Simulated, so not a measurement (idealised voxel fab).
process module | voxel local oxidation
cross-section cut | 295 nm wide | cells 5 nm
A cross-section is a grid of square cells, given in bands from the top down. A band is one or more rows of cells.
Each band's line starts with the height of the band's top and of its bottom, in nm. Then come its materials from left to right, each with its width in nm. One material with "throughout" fills the band from edge to edge. "air" is empty space.
Height 0 is the level under which the wafer as received is all one material. The lowest band goes on downwards, as in "0 down".
A width such as "30 to 40" changes by the same amount from each row of cells to the next, from the band's top row to its bottom row.
"no change" after a step means that no cell of the cross-section changed.
closed voids: empty space of 8 cells or more with no open way to the top, each as width x height at its distance from the left edge, in nm
after a step's settings: what the simulator itself notes on the step
overlay nm, on a step with a mask: how far to the right of its planned place the mask lay; to the left if negative
plan
1 op RECEIVE | material Si
2 op CONFORMAL_DEP | material SiO2 | thk nm 5
3 op CONFORMAL_DEP | material SiN | thk nm 10
4 op DIRECTIONAL_DEP | material aC | thk nm 15
5 op PATTERN | tone cover | mask id ACTIVE | material resist | width nm 100 | pitch nm 130 | thk nm 35 | overlay nm 0
6 op DIRECTIONAL_ETCH | etch materials aC | depth nm 15
7 op STRIP | etch materials resist
8 op DIRECTIONAL_ETCH | etch materials SiN | depth nm 10
9 op STRIP | etch materials aC
10 op SELECTIVE_ETCH | etch materials SiO2 | depth nm 5
11 op OXIDIZE | depth nm 10
12 op STRIP | etch materials SiN
as received, after step 1
  0 down: Si throughout
  closed voids: none
a wafer at the end: this start, this plan, one mistake
  5 to 0: air 35 | SiO2 90 | air 40 | SiO2 90 | air 40
  0 to -15: SiO2 50 | Si 60 | SiO2 70 | Si 60 | SiO2 55
  -15 down: Si throughout
  closed voids: none
what went wrong: step 11 ran as: op OXIDIZE | depth nm 15
